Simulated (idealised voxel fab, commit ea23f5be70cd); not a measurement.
This section sets out a process module, namely voxel self aligned contacts.
Cross-section cut: width 250 nm, square cells of 5 nm.
Cross-section layout: square cells on a grid; listed as bands, top to bottom; a band spans one or more cell rows. Within each band entry, the heights of the top and of the bottom of the band appear first, in that order and in nm; the materials of the band then follow from left to right, each with its corresponding width in nm. The designation "throughout" on a single material indicates that it fills the band from edge to edge; the designation "blank" indicates empty space. For the purposes of this specification, 0 denotes the height below which the wafer in its as-received condition is composed wholly of one material, and the lowermost band, lacking a lower limit, extends downward without end, as expressed in "0 -> down". Note: "30 to 40" means the width goes from the first number (top row of the band) to the second number (bottom row) in equal steps per row of cells. "everything unchanged", as given for a step, is the statement that not any cell of the cross-section underwent a change during that step. Entry "Enclosed empty spaces". Content: empty spaces with no open connection to the top, size 8 cells or greater. Each: width x height at distance. Distance: from left edge. Unit: nm. That trailing text on a step's line, after the settings, is the simulator's own remark on the step. A step line may carry the setting "overlay nm", which, for steps involving a mask, states the distance by which the mask lay to the right of its intended position; negative values denote displacement to the left.

BELOW IS THE LIST OF PLANNED PROCESS STEPS
1: RECEIVE (material Si)
2: CONFORMAL_DEP (material SiO2; thk nm 5)
3: DIRECTIONAL_DEP (material polySi; thk nm 20)
4: DIRECTIONAL_DEP (material SiN; thk nm 20)
5: PATTERN (tone cover; mask id GATE; material resist; width nm 25; pitch nm 70; thk nm 20; overlay nm 0)
6: DIRECTIONAL_ETCH (etch materials SiN; depth nm 20)
7: DIRECTIONAL_ETCH (etch materials polySi; depth nm 20)
8: STRIP (etch materials resist)
9: CONFORMAL_DEP (material SiN; thk nm 10)
10: DIRECTIONAL_ETCH (etch materials SiN; depth nm 10)
11: FILL_DEP (material SiO2; thk nm 15)
12: CMP (height nm 55)
13: PATTERN (tone open; mask id CONTACT; material resist; width nm 55; pitch nm 70; thk nm 15; overlay nm 0)
14: DIRECTIONAL_ETCH (etch materials SiO2; depth nm 55)
15: STRIP (etch materials resist)
16: CONFORMAL_DEP (material TiN; thk nm 5)
17: FILL_DEP (material W; thk nm 5)
18: CMP (height nm 55)
19: CONFORMAL_DEP (material SiN; thk nm 5)

FIRST WAFER, AS PLANNED

CROSS-SECTION OF THE WAFER UPON ARRIVAL, REPRESENTING THE STATE REACHED AFTER STEP 1
	0 -> down  Si throughout
	Enclosed empty spaces: none

AFTER STEP 2: WAFER CROSS-SECTION
	5 -> 0  SiO2 throughout
	No changes below 0.

AFTER STEP 3: WAFER CROSS-SECTION
	25 -> 5  polySi throughout
	No changes below 5.

AFTER STEP 4: WAFER CROSS-SECTION
	45 -> 25  SiN throughout
	No changes below 25.

AFTER STEP 5: WAFER CROSS-SECTION
	65 -> 45  blank: 40 / resist: 25 / blank: 45 / resist: 25 / blank: 45 / resist: 25 / blank: 45
	No changes below 45.

AFTER STEP 6: WAFER CROSS-SECTION
	65 -> 45  blank: 40 / resist: 25 / blank: 45 / resist: 25 / blank: 45 / resist: 25 / blank: 45
	45 -> 25  blank: 40 / SiN: 25 / blank: 45 / SiN: 25 / blank: 45 / SiN: 25 / blank: 45
	No changes below 25.

AFTER STEP 7: WAFER CROSS-SECTION
	65 -> 45  blank: 40 / resist: 25 / blank: 45 / resist: 25 / blank: 45 / resist: 25 / blank: 45
	45 -> 25  blank: 40 / SiN: 25 / blank: 45 / SiN: 25 / blank: 45 / SiN: 25 / blank: 45
	25 -> 5  blank: 40 / polySi: 25 / blank: 45 / polySi: 25 / blank: 45 / polySi: 25 / blank: 45
	No changes below 5.

AFTER STEP 8: WAFER CROSS-SECTION
	45 -> 25  blank: 40 / SiN: 25 / blank: 45 / SiN: 25 / blank: 45 / SiN: 25 / blank: 45
	No changes below 25.

AFTER STEP 9: WAFER CROSS-SECTION
	55 -> 25  blank: 30 / SiN: 45 / blank: 25 / SiN: 45 / blank: 25 / SiN: 45 / blank: 35
	25 -> 15  blank: 30 / SiN: 10 / polySi: 25 / SiN: 10 / blank: 25 / SiN: 10 / polySi: 25 / SiN: 10 / blank: 25 / SiN: 10 / polySi: 25 / SiN: 10 / blank: 35
	15 -> 5  SiN: 40 / polySi: 25 / SiN: 45 / polySi: 25 / SiN: 45 / polySi: 25 / SiN: 45
	No changes below 5.

AFTER STEP 10: WAFER CROSS-SECTION
	45 -> 25  blank: 30 / SiN: 45 / blank: 25 / SiN: 45 / blank: 25 / SiN: 45 / blank: 35
	25 -> 5  blank: 30 / SiN: 10 / polySi: 25 / SiN: 10 / blank: 25 / SiN: 10 / polySi: 25 / SiN: 10 / blank: 25 / SiN: 10 / polySi: 25 / SiN: 10 / blank: 35
	No changes below 5.

AFTER STEP 11: WAFER CROSS-SECTION
	60 -> 45  SiO2 throughout
	45 -> 25  SiO2: 30 / SiN: 45 / SiO2: 25 / SiN: 45 / SiO2: 25 / SiN: 45 / SiO2: 35
	25 -> 5  SiO2: 30 / SiN: 10 / polySi: 25 / SiN: 10 / SiO2: 25 / SiN: 10 / polySi: 25 / SiN: 10 / SiO2: 25 / SiN: 10 / polySi: 25 / SiN: 10 / SiO2: 35
	No changes below 5.

AFTER STEP 12: WAFER CROSS-SECTION
	55 -> 45  SiO2 throughout
	No changes below 45.

AFTER STEP 13: WAFER CROSS-SECTION
	70 -> 55  resist: 60 / blank: 55 / resist: 15 / blank: 55 / resist: 65
	No changes below 55.

AFTER STEP 14: WAFER CROSS-SECTION
	70 -> 55  resist: 60 / blank: 55 / resist: 15 / blank: 55 / resist: 65
	55 -> 45  SiO2: 60 / blank: 55 / SiO2: 15 / blank: 55 / SiO2: 65
	45 -> 25  SiO2: 30 / SiN: 45 / blank: 25 / SiN: 45 / blank: 25 / SiN: 45 / SiO2: 35
	25 -> 5  SiO2: 30 / SiN: 10 / polySi: 25 / SiN: 10 / blank: 25 / SiN: 10 / polySi: 25 / SiN: 10 / blank: 25 / SiN: 10 / polySi: 25 / SiN: 10 / SiO2: 35
	5 -> 0  SiO2: 75 / blank: 25 / SiO2: 45 / blank: 25 / SiO2: 80
	No changes below 0.

AFTER STEP 15: WAFER CROSS-SECTION
	55 -> 45  SiO2: 60 / blank: 55 / SiO2: 15 / blank: 55 / SiO2: 65
	No changes below 45.

AFTER STEP 16: WAFER CROSS-SECTION
	60 -> 55  TiN: 65 / blank: 45 / TiN: 25 / blank: 45 / TiN: 70
	55 -> 45  SiO2: 60 / TiN: 5 to 20 / blank: 45 to 15 / TiN: 5 to 20 / SiO2: 15 / TiN: 5 to 20 / blank: 45 to 15 / TiN: 5 to 20 / SiO2: 65
	45 -> 25  SiO2: 30 / SiN: 45 / TiN: 5 / blank: 15 / TiN: 5 / SiN: 45 / TiN: 5 / blank: 15 / TiN: 5 / SiN: 45 / SiO2: 35
	25 -> 5  SiO2: 30 / SiN: 10 / polySi: 25 / SiN: 10 / TiN: 5 / blank: 15 / TiN: 5 / SiN: 10 / polySi: 25 / SiN: 10 / TiN: 5 / blank: 15 / TiN: 5 / SiN: 10 / polySi: 25 / SiN: 10 / SiO2: 35
	5 -> 0  SiO2: 75 / TiN: 25 / SiO2: 45 / TiN: 25 / SiO2: 80
	No changes below 0.

AFTER STEP 17: WAFER CROSS-SECTION
	65 -> 60  W throughout
	60 -> 55  TiN: 65 / W: 45 / TiN: 25 / W: 45 / TiN: 70
	55 -> 45  SiO2: 60 / TiN: 5 to 20 / W: 45 to 15 / TiN: 5 to 20 / SiO2: 15 / TiN: 5 to 20 / W: 45 to 15 / TiN: 5 to 20 / SiO2: 65
	45 -> 25  SiO2: 30 / SiN: 45 / TiN: 5 / W: 15 / TiN: 5 / SiN: 45 / TiN: 5 / W: 15 / TiN: 5 / SiN: 45 / SiO2: 35
	25 -> 5  SiO2: 30 / SiN: 10 / polySi: 25 / SiN: 10 / TiN: 5 / W: 15 / TiN: 5 / SiN: 10 / polySi: 25 / SiN: 10 / TiN: 5 / W: 15 / TiN: 5 / SiN: 10 / polySi: 25 / SiN: 10 / SiO2: 35
	No changes below 5.

AFTER STEP 18: WAFER CROSS-SECTION
	55 -> 45  SiO2: 60 / TiN: 5 to 20 / W: 45 to 15 / TiN: 5 to 20 / SiO2: 15 / TiN: 5 to 20 / W: 45 to 15 / TiN: 5 to 20 / SiO2: 65
	No changes below 45.

AFTER STEP 19: WAFER CROSS-SECTION
	60 -> 55  SiN throughout
	No changes below 55.

SECOND OF TWO: SAME START, SAME PLAN, ONE RUN ERROR; STEPS UP TO AND INCLUDING 3 MATCH THE FIRST

WHEN STEP 4 SHOULD HAVE ENDED
	65 -> 25  SiN throughout
	No changes below 25.

WHEN STEP 5 SHOULD HAVE ENDED
	85 -> 65  blank: 40 / resist: 25 / blank: 45 / resist: 25 / blank: 45 / resist: 25 / blank: 45
	No changes below 65.

WHEN STEP 6 SHOULD HAVE ENDED
	85 -> 65  blank: 40 / resist: 25 / blank: 45 / resist: 25 / blank: 45 / resist: 25 / blank: 45
	65 -> 45  blank: 40 / SiN: 25 / blank: 45 / SiN: 25 / blank: 45 / SiN: 25 / blank: 45
	No changes below 45.

when step 7 should have ended: everything unchanged

WHEN STEP 8 SHOULD HAVE ENDED
	65 -> 45  blank: 40 / SiN: 25 / blank: 45 / SiN: 25 / blank: 45 / SiN: 25 / blank: 45
	No changes below 45.

WHEN STEP 9 SHOULD HAVE ENDED
	75 -> 55  blank: 30 / SiN: 45 / blank: 25 / SiN: 45 / blank: 25 / SiN: 45 / blank: 35
	55 -> 25  SiN throughout
	No changes below 25.

WHEN STEP 10 SHOULD HAVE ENDED
	65 -> 45  blank: 30 / SiN: 45 / blank: 25 / SiN: 45 / blank: 25 / SiN: 45 / blank: 35
	No changes below 45.

WHEN STEP 11 SHOULD HAVE ENDED
	80 -> 65  SiO2 throughout
	65 -> 45  SiO2: 30 / SiN: 45 / SiO2: 25 / SiN: 45 / SiO2: 25 / SiN: 45 / SiO2: 35
	No changes below 45.

WHEN STEP 12 SHOULD HAVE ENDED
	55 -> 45  SiO2: 30 / SiN: 45 / SiO2: 25 / SiN: 45 / SiO2: 25 / SiN: 45 / SiO2: 35
	No changes below 45.

WHEN STEP 13 SHOULD HAVE ENDED
	70 -> 55  resist: 60 / blank: 55 / resist: 15 / blank: 55 / resist: 65
	No changes below 55.

WHEN STEP 14 SHOULD HAVE ENDED
	70 -> 55  resist: 60 / blank: 55 / resist: 15 / blank: 55 / resist: 65
	55 -> 45  SiO2: 30 / SiN: 45 / blank: 25 / SiN: 45 / blank: 25 / SiN: 45 / SiO2: 35
	No changes below 45.

WHEN STEP 15 SHOULD HAVE ENDED
	55 -> 45  SiO2: 30 / SiN: 45 / blank: 25 / SiN: 45 / blank: 25 / SiN: 45 / SiO2: 35
	No changes below 45.

WHEN STEP 16 SHOULD HAVE ENDED
	60 -> 55  TiN: 80 / blank: 15 / TiN: 55 / blank: 15 / TiN: 85
	55 -> 50  SiO2: 30 / SiN: 45 / TiN: 5 / blank: 15 / TiN: 5 / SiN: 45 / TiN: 5 / blank: 15 / TiN: 5 / SiN: 45 / SiO2: 35
	50 -> 45  SiO2: 30 / SiN: 45 / TiN: 25 / SiN: 45 / TiN: 25 / SiN: 45 / SiO2: 35
	No changes below 45.

WHEN STEP 17 SHOULD HAVE ENDED
	65 -> 60  W throughout
	60 -> 55  TiN: 80 / W: 15 / TiN: 55 / W: 15 / TiN: 85
	55 -> 50  SiO2: 30 / SiN: 45 / TiN: 5 / W: 15 / TiN: 5 / SiN: 45 / TiN: 5 / W: 15 / TiN: 5 / SiN: 45 / SiO2: 35
	No changes below 50.

WHEN STEP 18 SHOULD HAVE ENDED
	55 -> 50  SiO2: 30 / SiN: 45 / TiN: 5 / W: 15 / TiN: 5 / SiN: 45 / TiN: 5 / W: 15 / TiN: 5 / SiN: 45 / SiO2: 35
	No changes below 50.

WHEN STEP 19 SHOULD HAVE ENDED
	60 -> 55  SiN throughout
	No changes below 55.
Plan not followed: twice, step 4 of the plan was run
End of process, cell counts, second wafer against first, materials with more or fewer: +98 SiN | -124 SiO2 | -48 TiN | -66 W | +140 polySi
